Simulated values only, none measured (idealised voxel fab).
The document below concerns the process module designated voxel self aligned vias.
Section cut is 215 nm wide and gridded with 5 nm square cells.
For the purposes of this document, a cross-section shall be understood as a grid of square cells, specified as bands listed in top-to-bottom order, each band consisting of one or more rows of cells. First you get the band's top height and its bottom height, in nm, and then the materials it's made of, left to right, with each width in nm. If you see a single material with "everywhere", that one covers the band edge to edge. "blank" is empty space. Counting heights begins at 0, where everything beneath is, in the wafer as received, one material. The lowest band has no bottom; it goes on downwards, as "0 -> down" shows. The notation "30..40" denotes a width that varies across the rows of cells in the band, beginning at the first number in the top row, finishing at the second number in the bottom row, and changing by an identical amount from each row to the next. Step note "no change" = no cross-section cell changed. In the "Unvented internal voids" entry, you get each enclosed empty space of 8 cells or more, one with no open way to the top, written width x height at distance, distance from the left edge, in nm. Heads up: the bit after the settings on a step's line is the simulator's remark on that step. Each step line may optionally specify "overlay nm", which for a step with a mask gives the rightward distance between the mask's planned place and where it lay, a negative value indicating the leftward direction.

-- Here's what the planned process steps look like
1: RECEIVE, material Si
2: CONFORMAL_DEP, material SiO2, thk nm 10
3: CONFORMAL_DEP, material SiCN, thk nm 5
4: DIRECTIONAL_DEP, material lowk, thk nm 20
5: DIRECTIONAL_DEP, material aC, thk nm 15
6: PATTERN, tone open, mask id LINES, material resist, width nm 30, pitch nm 75, thk nm 35, overlay nm 0
7: DIRECTIONAL_ETCH, etch materials aC, depth nm 15
8: STRIP, etch materials resist
9: DIRECTIONAL_ETCH, etch materials lowk, depth nm 20
10: STRIP, etch materials aC
11: CONFORMAL_DEP, material TiN, thk nm 5
12: FILL_DEP, material Ru, thk nm 10
13: CMP, height nm 35
14: SELECTIVE_ETCH, etch materials W Ru TiN, depth nm 5
15: FILL_DEP, material SiN, thk nm 5
16: CMP, height nm 35
17: DIRECTIONAL_DEP, material lowk, thk nm 15
18: DIRECTIONAL_DEP, material aC, thk nm 15
19: PATTERN, tone open, mask id VIAS, material resist, width nm 50, pitch nm 75, thk nm 30, overlay nm 0
20: DIRECTIONAL_ETCH, etch materials aC, depth nm 15
21: STRIP, etch materials resist
22: DIRECTIONAL_ETCH, etch materials lowk, depth nm 15
23: DIRECTIONAL_ETCH, etch materials SiN, depth nm 5
24: STRIP, etch materials aC
25: CONFORMAL_DEP, material TiN, thk nm 5
26: FILL_DEP, material Ru, thk nm 5
27: CMP, height nm 50
28: CONFORMAL_DEP, material SiCN, thk nm 5

-- Shown in cross-section is the wafer as received, that is, as it stands after step 1
    0 -> down: Si everywhere
    Unvented internal voids: none

-- Final wafer profile in cross-section after the module, from the same start and plan as above, with one mistake made during processing
    60 -> 55: SiCN everywhere
    55 -> 50: TiN 50 / Ru 40 / TiN 35 / Ru 40 / TiN 50
    50 -> 40: lowk 45 / TiN 5 / Ru 40 / TiN 5 / lowk 25 / TiN 5 / Ru 40 / TiN 5 / lowk 45
    40 -> 35: lowk 45 / TiN 15 / Ru 20 / TiN 15 / lowk 25 / TiN 15 / Ru 20 / TiN 15 / lowk 45
    35 -> 30: lowk 55 / TiN 30 / lowk 45 / TiN 30 / lowk 55
    30 -> 20: lowk 55 / TiN 5 / Ru 20 / TiN 5 / lowk 45 / TiN 5 / Ru 20 / TiN 5 / lowk 55
    20 -> 15: lowk 55 / TiN 30 / lowk 45 / TiN 30 / lowk 55
    15 -> 10: SiCN everywhere
    10 -> 0: SiO2 everywhere
    0 -> down: Si everywhere
    Unvented internal voids: none
Heads up, the wafer didn't run the way we planned it: step 27, actual vs plan mismatch, actual run CMP, height nm 55
